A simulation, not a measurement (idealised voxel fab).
process module | voxel plated lines
cross-section cut | 270 nm wide | cells 5 nm
A cross-section is a grid of square cells, given in bands from the top down. A band is one or more rows of cells.
Each band's line starts with the height of the band's top and of its bottom, in nm. Then come its materials from left to right, each with its width in nm. One material with "throughout" fills the band from edge to edge. "air" is empty space.
Height 0 is the level under which the wafer as received is all one material. The lowest band goes on downwards, as in "0 down".
A width such as "30 to 40" changes by the same amount from each row of cells to the next, from the band's top row to its bottom row.
"no change" after a step means that no cell of the cross-section changed.
closed voids: empty space of 8 cells or more with no open way to the top, each as width x height at its distance from the left edge, in nm
after a step's settings: what the simulator itself notes on the step
overlay nm, on a step with a mask: how far to the right of its planned place the mask lay; to the left if negative
plan
1 op RECEIVE | material Si
2 op CONFORMAL_DEP | material Al2O3 | thk nm 15
3 op DIRECTIONAL_DEP | material TiN | thk nm 5
4 op PATTERN | tone open | mask id LINES | material resist | width nm 15 | pitch nm 35 | thk nm 30 | overlay nm 0
5 op EPI | material Ru | thk nm 10
6 op EPI | material Ru | thk nm 5
7 op STRIP | etch materials resist
8 op DIRECTIONAL_ETCH | etch materials TiN | depth nm 5
9 op CONFORMAL_DEP | material SiO2 | thk nm 5
as received, after step 1
  0 down: Si throughout
  closed voids: none
a wafer at the end: this start, this plan, one mistake
  50 to 45: air 105 | SiO2 25 | air 10 | SiO2 25 | air 105
  45 to 20: air 105 | SiO2 5 | Ru 15 | SiO2 5 | air 10 | SiO2 5 | Ru 15 | SiO2 5 | air 105
  20 to 15: SiO2 110 | TiN 15 | SiO2 20 | TiN 15 | SiO2 110
  15 to 0: Al2O3 throughout
  0 down: Si throughout
  closed voids: none
what went wrong: step 5 was run twice
